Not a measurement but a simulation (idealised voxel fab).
You're looking at the process module voxel ribs on slabs.
Square cell edge 5 nm, section width 220 nm, ID cut.
A cross-section is a grid of square cells, given in bands from the top down. A band is one or more rows of cells. A band entry consists of two parts. The first gives the height of the band's top and the height of its bottom, in nm. The rest lists the band's materials from left to right, each with its width in nm. A single material labelled with the word "everywhere" fills the band from edge to edge, and the word "blank" marks empty space. Heights from 0 (as-received wafer is one material below). Bottom band endless downward, as "0 and below". Top row gets the first number, bottom row gets the second, and each row in between changes by the same step: that is how a band width like "30 to 40" works. Take "nothing got changed" at face value: in the step it is given for, the cross-section changed in none of its cells. Non-vented voids: empty space of 8 cells or more with no open way to the top, each as width x height at its distance from the left edge, in nm. Where a step's line continues beyond its settings, the continuation is a remark by the simulator itself on that step. The line of a step may include "overlay nm". On a step with a mask, this value is how far to the right of its planned place the mask lay. A negative value means the mask lay to the left.

Steps planned for the process:
1. op RECEIVE | material Si
2. op DIRECTIONAL_DEP | material SiO2 | thk nm 30
3. op DIRECTIONAL_DEP | material polySi | thk nm 15
4. op PATTERN | tone cover | mask id RIB | material resist | width nm 20 | thk nm 15 | overlay nm 0
5. op DIRECTIONAL_ETCH | etch materials polySi | depth nm 10
6. op STRIP | etch materials resist
7. op MASKED_ETCH | tone cover | mask id SLAB | width nm 70 | etch materials polySi | depth nm 5 | overlay nm 0
8. op FILL_DEP | material SiO2 | thk nm 15
9. op CMP | height nm 55
10. op DIRECTIONAL_DEP | material TiN | thk nm 5
11. op DIRECTIONAL_DEP | material aC | thk nm 15
12. op PATTERN | tone cover | mask id HEATER | material resist | width nm 30 | thk nm 35 | overlay nm 0
13. op DIRECTIONAL_ETCH | etch materials aC | depth nm 15
14. op STRIP | etch materials resist
15. op DIRECTIONAL_ETCH | etch materials TiN | depth nm 5
16. op STRIP | etch materials aC
17. op CONFORMAL_DEP | material SiO2 | thk nm 5

Delivered wafer in cross-section: state after step 1:
> 0 and below = Si everywhere
> Non-vented voids: none

Cross-sectional result after module completion. Note: starting condition and plan are unchanged from above; one processing mistake was made:
> 65 down to 60 = SiO2=100, then blank=20, then SiO2=100
> 60 down to 55 = TiN=95, then SiO2=30, then TiN=95
> 55 down to 45 = SiO2 everywhere
> 45 down to 35 = SiO2=100, then polySi=20, then SiO2=100
> 35 down to 30 = SiO2=75, then polySi=70, then SiO2=75
> 30 down to 0 = SiO2 everywhere
> 0 and below = Si everywhere
> Non-vented voids: none
The mistake made against the process plan was this: rather than as planned, step 12 actually ran as op PATTERN | tone open | mask id HEATER | material resist | width nm 30 | thk nm 35 | overlay nm 0
